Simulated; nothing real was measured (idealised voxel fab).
The following process module bears the name voxel released beams.
Each square cell in cross-section cut measures 5 nm, and the section as a whole is 285 nm wide.
Cross-section format: a grid of square cells, given as bands from top to bottom; each band is one or more rows of cells.
The band entry comprises the height of the band's top followed by the height of its bottom, expressed in nm, and subsequently the band's materials from left to right, each stated together with its width in nm. Where a single material is marked with the word "all across", that material fills the band from edge to edge. The word "empty" represents empty space.
We count height from 0. Below that, the starting wafer is all one material. The lowest band never ends at the bottom but goes on down; see "0 down" for how that is written.
It should be noted that a width expressed as "30->40" varies in equal increments from row to row of cells within the band, taking the value of the first number at the top row and that of the second number at the bottom row.
"same as before" for a step: no cell of the cross-section changed in that step.
The entry "Closed void inventory" lists the empty spaces that cover at least 8 cells and have no open path to the top. Each is written as width x height at distance, where the distance is measured from the left edge and all three values are in nm.
Text after the settings on a step's line: the simulator's own remark on that step.
Among the settings permitted on a step's line is "overlay nm"; applied to a step with a mask, it specifies the extent to which the mask lay to the right of its planned position, whereas a negative figure signifies a position to the left.

[Process steps - plan]
- 1: RECEIVE with material Si
- 2: CONFORMAL_DEP with material Al2O3, thk nm 5
- 3: DIRECTIONAL_DEP with material SiO2, thk nm 20
- 4: PATTERN with tone open, mask id ANCHOR, material resist, width nm 35, thk nm 20, overlay nm 0
- 5: DIRECTIONAL_ETCH with etch materials SiO2, depth nm 20
- 6: STRIP with etch materials resist
- 7: CONFORMAL_DEP with material SiN, thk nm 15
- 8: MASKED_ETCH with tone cover, mask id BEAM, width nm 85, etch materials SiN, depth nm 15, overlay nm 0
- 9: STRIP with etch materials SiO2

[As received (post step 1): cross-section]
    0 down  Si all across
    Closed void inventory: none

[First of two wafers at the end of the module, shown in cross-section; run carried out as planned]
    40 to 25  95 of empty, then 20 of SiN, then 5 of empty, then 60 of SiN, then 105 of empty
    25 to 20  100 of empty, then 15 of SiN, then 5 of empty, then 15 of SiN, then 150 of empty
    20 to 5  100 of empty, then 35 of SiN, then 150 of empty
    5 to 0  Al2O3 all across
    0 down  Si all across
    Closed void inventory: none

[End-of-module cross-section of the second wafer: identical starting point and process plan to the first, with one processing mistake]
    40 to 25  100 of empty, then 15 of SiN, then 5 of empty, then 55 of SiN, then 110 of empty
    25 to 20  100 of empty, then 15 of SiN, then 5 of empty, then 15 of SiN, then 150 of empty
    20 to 5  100 of empty, then 35 of SiN, then 150 of empty
    5 to 0  Al2O3 all across
    0 down  Si all across
    Closed void inventory: none
Which mistake was made when the wafer was run? step 8 was processed under conditions differing from the plan, specifically as MASKED_ETCH with tone cover, mask id BEAM, width nm 75, etch materials SiN, depth nm 15, overlay nm 0
Wrapping up, a cell-based count of both wafers puts the second over or under the first for these materials: SiN: 6 fewer
